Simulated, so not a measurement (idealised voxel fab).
Module name: voxel self aligned vias (process module)
Square cells of 5 nm make up the cross-section cut, whose width is 300 nm.
If you're reading a cross-section in this doc, picture square cells in a grid; it comes to you as bands, top ones listed first down to the bottom, and a band can be one or more rows of cells. Heights first: top, then bottom, in nm. Then materials, left to right, each with a width in nm. "everywhere" on a single material: fills the band edge to edge. "blank": empty space. Convention: height 0 is the level below which the wafer, as received, is all one material. The lowest band does not terminate at the bottom but continues downward, represented as "top 0, no bottom". Read "30->40" as a graded width: first number on top, second number at the bottom, same change between each pair of neighbouring rows. "no modifications" (step): cross-section cells unchanged, all of them. So "Closed-off voids" is basically the list of trapped voids: any empty space of 8 cells or more that can't reach the top through an opening. They're written width x height at distance, the distance being from the left edge, and it's all nm. If you see something after the settings on a step's line, that's the simulator's own remark about that step. Steps that use a mask can have "overlay nm" on their line. It says how far the mask sat to the right of where it was meant to be. Negative means to the left.
# Steps in the process plan
1,RECEIVE | material Si
2,CONFORMAL_DEP | material SiO2 | thk nm 10
3,CONFORMAL_DEP | material SiCN | thk nm 5
4,DIRECTIONAL_DEP | material SiO2 | thk nm 25
5,DIRECTIONAL_DEP | material aC | thk nm 15
6,PATTERN | tone open | mask id LINES | material resist | width nm 30 | pitch nm 60 | thk nm 30 | overlay nm 0
7,DIRECTIONAL_ETCH | etch materials aC | depth nm 15
8,STRIP | etch materials resist
9,DIRECTIONAL_ETCH | etch materials SiO2 | depth nm 25
10,STRIP | etch materials aC
11,CONFORMAL_DEP | material TiN | thk nm 5
12,FILL_DEP | material W | thk nm 5
13,CMP | height nm 40
14,SELECTIVE_ETCH | etch materials W Ru TiN | depth nm 10
15,FILL_DEP | material SiN | thk nm 10
16,CMP | height nm 40
17,DIRECTIONAL_DEP | material SiO2 | thk nm 20
18,MASKED_ETCH | tone open | mask id VIAS | width nm 40 | pitch nm 120 | etch materials SiO2 | depth nm 20 | overlay nm 0
19,MASKED_ETCH | tone open | mask id VIAS | width nm 40 | pitch nm 120 | etch materials SiN | depth nm 10 | overlay nm 0
20,CONFORMAL_DEP | material TiN | thk nm 5
21,FILL_DEP | material W | thk nm 5
22,CMP | height nm 60
23,CONFORMAL_DEP | material SiN | thk nm 5
# Cross-section of the wafer upon arrival, representing the state reached after step 1
top 0, no bottom | Si everywhere
Closed-off voids: none
# Final cross-section, module run with one mistake (start and plan as above)
top 65, bottom 60 | SiN everywhere
top 60, bottom 40 | 70 of SiO2, 5 of TiN, 30 of SiO2, 5 of TiN, 80 of SiO2, 5 of TiN, 30 of SiO2, 5 of TiN, 70 of SiO2
top 40, bottom 30 | 75 of SiO2, 30 of SiN, 30 of SiO2, 30 of SiN, 30 of SiO2, 30 of SiN, 75 of SiO2
top 30, bottom 20 | 75 of SiO2, 5 of TiN, 20 of W, 5 of TiN, 30 of SiO2, 5 of TiN, 20 of W, 5 of TiN, 30 of SiO2, 5 of TiN, 20 of W, 5 of TiN, 75 of SiO2
top 20, bottom 15 | 75 of SiO2, 30 of TiN, 30 of SiO2, 30 of TiN, 30 of SiO2, 30 of TiN, 75 of SiO2
top 15, bottom 10 | SiCN everywhere
top 10, bottom 0 | SiO2 everywhere
top 0, no bottom | Si everywhere
Closed-off voids: none
Run error: ran 17 and 18 in swapped order versus the plan
